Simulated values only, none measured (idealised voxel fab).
The following process module bears the name voxel transistor to metal.
Square cell edge 5 nm, section width 290 nm, ID cut.
Square cells in a grid make up a cross-section in this document, and the grid is given as bands, listed from the top down, each one or more rows of cells.
Band: top height; bottom height; in nm. Then, left to right: material with width in nm, for each material. "edge to edge": a single material spanning edge to edge. "empty": empty space.
Measure heights from 0. That's the level where, below it, the as-received wafer is all one material. The lowest band is bottomless and extends downward; write it as in "0 nm and below".
Width "30..40": first value at the band's top row of cells, second value at its bottom row, equal change from row to row.
"remains unaltered" (step): cross-section cells unchanged, all of them.
"Enclosed void listing" specifies each empty space that is not open to the top and that occupies no fewer than 8 cells, using the form width x height at distance, the distance measured from the left edge and all three quantities in nm.
after a step's settings: what the simulator itself notes on the step
When a step includes a mask, the "overlay nm" setting on its line states how far to the right of its planned place that mask lay, and negative values state how far to the left.
This section lists the process steps that were planned
1: RECEIVE, material Si
2: OXIDIZE, depth nm 5
3: CONFORMAL_DEP, material SiN, thk nm 10
4: PATTERN, tone cover, mask id ACTIVE, material resist, width nm 95, pitch nm 115, thk nm 20, overlay nm 0
5: DIRECTIONAL_ETCH, etch materials SiN, depth nm 10
6: DIRECTIONAL_ETCH, etch materials SiO2, depth nm 5
7: DIRECTIONAL_ETCH, etch materials Si, depth nm 35
8: STRIP, etch materials resist
9: FILL_DEP, material SiO2, thk nm 10
10: CMP, height nm 10
11: SELECTIVE_ETCH, etch materials SiO2, depth nm 10
12: STRIP, etch materials SiN
13: SELECTIVE_ETCH, etch materials SiO2, depth nm 5
14: OXIDIZE, depth nm 5
15: DIRECTIONAL_DEP, material polySi, thk nm 30
16: DIRECTIONAL_DEP, material SiCN, thk nm 10
17: DIRECTIONAL_DEP, material aC, thk nm 15
18: PATTERN, tone cover, mask id GATE, material resist, width nm 25, pitch nm 115, thk nm 35, overlay nm 0
19: DIRECTIONAL_ETCH, etch materials aC, depth nm 15
20: STRIP, etch materials resist
21: DIRECTIONAL_ETCH, etch materials SiCN, depth nm 20
22: DIRECTIONAL_ETCH, etch materials polySi, depth nm 40
23: STRIP, etch materials aC
24: CONFORMAL_DEP, material SiO2, thk nm 5
25: DIRECTIONAL_ETCH, etch materials SiO2, depth nm 5
26: CONFORMAL_DEP, material SiN, thk nm 10
27: DIRECTIONAL_ETCH, etch materials SiN, depth nm 10
28: DIRECTIONAL_ETCH, etch materials SiO2, depth nm 5
29: DIRECTIONAL_ETCH, etch materials Si, depth nm 15
30: EPI, material nSi, thk nm 20
31: FILL_DEP, material SiO2, thk nm 10
32: CMP, height nm 25
33: STRIP, etch materials polySi
34: SELECTIVE_ETCH, etch materials SiO2, depth nm 5
35: CONFORMAL_DEP, material HfO2, thk nm 5
36: CONFORMAL_DEP, material TiN, thk nm 5
37: FILL_DEP, material W, thk nm 5
38: CMP, height nm 20
39: DIRECTIONAL_DEP, material SiO2, thk nm 10
40: PATTERN, tone open, mask id CONTACT, material resist, width nm 15, thk nm 15, overlay nm 0
41: DIRECTIONAL_ETCH, etch materials SiO2, depth nm 20
42: STRIP, etch materials resist
43: CONFORMAL_DEP, material TiN, thk nm 5
44: FILL_DEP, material W, thk nm 5
45: CMP, height nm 30
46: CONFORMAL_DEP, material SiN, thk nm 5
47: DIRECTIONAL_DEP, material lowk, thk nm 20
48: MASKED_ETCH, tone open, mask id METAL_1, width nm 15, etch materials lowk, depth nm 20, overlay nm 0
49: MASKED_ETCH, tone open, mask id METAL_1, width nm 15, etch materials SiN, depth nm 5, overlay nm 0
50: CONFORMAL_DEP, material TiN, thk nm 5
51: FILL_DEP, material Ru, thk nm 10
52: CMP, height nm 55
53: CONFORMAL_DEP, material SiCN, thk nm 5
54: DIRECTIONAL_DEP, material lowk, thk nm 25
55: PATTERN, tone open, mask id METAL_2, material resist, width nm 15, pitch nm 115, thk nm 15, overlay nm 0
56: DIRECTIONAL_ETCH, etch materials lowk, depth nm 15
57: STRIP, etch materials resist
58: DIRECTIONAL_DEP, material aC, thk nm 15
59: PATTERN, tone open, mask id METAL_2_HOLES, material resist, width nm 15, pitch nm 115, thk nm 30, overlay nm 0
60: DIRECTIONAL_ETCH, etch materials aC, depth nm 15
61: STRIP, etch materials resist
62: DIRECTIONAL_ETCH, etch materials lowk, depth nm 10
63: DIRECTIONAL_ETCH, etch materials SiCN, depth nm 5
64: STRIP, etch materials aC
65: CONFORMAL_DEP, material TiN, thk nm 5
66: FILL_DEP, material Ru, thk nm 5
67: CMP, height nm 85
68: CONFORMAL_DEP, material SiCN, thk nm 5
Cross-section, incoming material, after step 1
0 nm and below = Si edge to edge
Enclosed void listing: none
Look at the cross-section after the module: the wafer started out the way shown above and the plan was the one shown above, yet one mistake was made along the way
90 nm to 85 nm = SiCN edge to edge
85 nm to 60 nm = lowk 45, TiN 5, Ru 5, TiN 5, lowk 100, TiN 5, Ru 5, TiN 5, lowk 115
60 nm to 55 nm = SiCN 45, TiN 15, SiCN 100, TiN 15, SiCN 115
55 nm to 35 nm = lowk 45, TiN 5, Ru 5, TiN 5, lowk 55, TiN 5, Ru 5, TiN 5, lowk 30, TiN 5, Ru 5, TiN 5, lowk 55, TiN 5, Ru 5, TiN 5, lowk 45
35 nm to 30 nm = SiN 45, TiN 15, SiN 55, TiN 15, SiN 30, TiN 15, SiN 55, TiN 15, SiN 45
30 nm to 20 nm = SiO2 45, TiN 5, W 5, TiN 5, SiO2 55, TiN 5, W 5, TiN 5, SiO2 30, TiN 5, W 5, TiN 5, SiO2 55, TiN 5, W 5, TiN 5, SiO2 45
20 nm to 15 nm = SiO2 45, TiN 5, W 5, TiN 5, SiN 10, TiN 5, HfO2 5, W 15, HfO2 5, TiN 5, SiN 10, TiN 5, W 5, TiN 5, SiO2 30, TiN 5, W 5, TiN 5, SiN 10, TiN 5, HfO2 5, W 15, HfO2 5, TiN 5, SiN 10, TiN 5, W 5, TiN 5, SiO2 45
15 nm to 10 nm = SiO2 45, TiN 15, SiN 10, TiN 5, HfO2 5, W 15, HfO2 5, TiN 5, SiN 10, TiN 15, SiO2 30, TiN 15, SiN 10, TiN 5, HfO2 5, W 15, HfO2 5, TiN 5, SiN 10, TiN 15, SiO2 45
10 nm to 0 nm = SiO2 40, nSi 20, SiN 10, TiN 5, HfO2 5, W 15, HfO2 5, TiN 5, SiN 10, nSi 20, SiO2 20, nSi 20, SiN 10, TiN 5, HfO2 5, W 15, HfO2 5, TiN 5, SiN 10, nSi 20, SiO2 40
0 nm to -5 nm = SiO2 40, nSi 20, SiN 10, TiN 5, HfO2 25, TiN 5, SiN 10, nSi 20, SiO2 20, nSi 20, SiN 10, TiN 5, HfO2 25, TiN 5, SiN 10, nSi 20, SiO2 40
-5 nm to -10 nm = SiO2 35, nSi 25, SiO2 10, TiN 35, SiO2 10, nSi 25, SiO2 10, nSi 25, SiO2 10, TiN 35, SiO2 10, nSi 25, SiO2 35
-10 nm to -25 nm = SiO2 40, nSi 20, Si 55, nSi 20, SiO2 20, nSi 20, Si 55, nSi 20, SiO2 40
-25 nm to -40 nm = SiO2 40, Si 95, SiO2 20, Si 95, SiO2 40
-40 nm and below = Si edge to edge
Enclosed void listing: none
Deviation noted in wafer processing: the processing plan was not followed for steps 35 and 36, which were run with their positions exchanged
